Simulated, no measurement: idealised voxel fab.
process module | voxel fin reveal
cross-section cut | 240 nm wide | cells 5 nm
A cross-section is a grid of square cells, given in bands from the top down. A band is one or more rows of cells.
Each band's line starts with the height of the band's top and of its bottom, in nm. Then come its materials from left to right, each with its width in nm. One material with "throughout" fills the band from edge to edge. "air" is empty space.
Height 0 is the level under which the wafer as received is all one material. The lowest band goes on downwards, as in "0 down".
A width such as "30 to 40" changes by the same amount from each row of cells to the next, from the band's top row to its bottom row.
"no change" after a step means that no cell of the cross-section changed.
closed voids: empty space of 8 cells or more with no open way to the top, each as width x height at its distance from the left edge, in nm
after a step's settings: what the simulator itself notes on the step
overlay nm, on a step with a mask: how far to the right of its planned place the mask lay; to the left if negative
plan
1 op RECEIVE | material Si
2 op CONFORMAL_DEP | material SiN | thk nm 5
3 op PATTERN | tone cover | mask id FINS | material resist | width nm 15 | pitch nm 35 | thk nm 15 | overlay nm 0
4 op DIRECTIONAL_ETCH | etch materials SiN | depth nm 5
5 op DIRECTIONAL_ETCH | etch materials Si | depth nm 35
6 op STRIP | etch materials resist
7 op FILL_DEP | material SiO2 | thk nm 15
8 op CMP | height nm 5
9 op SELECTIVE_ETCH | etch materials SiO2 | depth nm 15
10 op STRIP | etch materials SiN
as received, after step 1
  0 down: Si throughout
  closed voids: none
a wafer at the end: this start, this plan, one mistake
  0 to -10: Si 60 | air 15 | Si 20 | air 15 | Si 20 | air 15 | Si 20 | air 15 | Si 60
  -10 to -35: Si 60 | SiO2 15 | Si 20 | SiO2 15 | Si 20 | SiO2 15 | Si 20 | SiO2 15 | Si 60
  -35 down: Si throughout
  closed voids: none
what went wrong: step 3 ran as: op PATTERN | tone open | mask id FINS | material resist | width nm 15 | pitch nm 35 | thk nm 15 | overlay nm 0
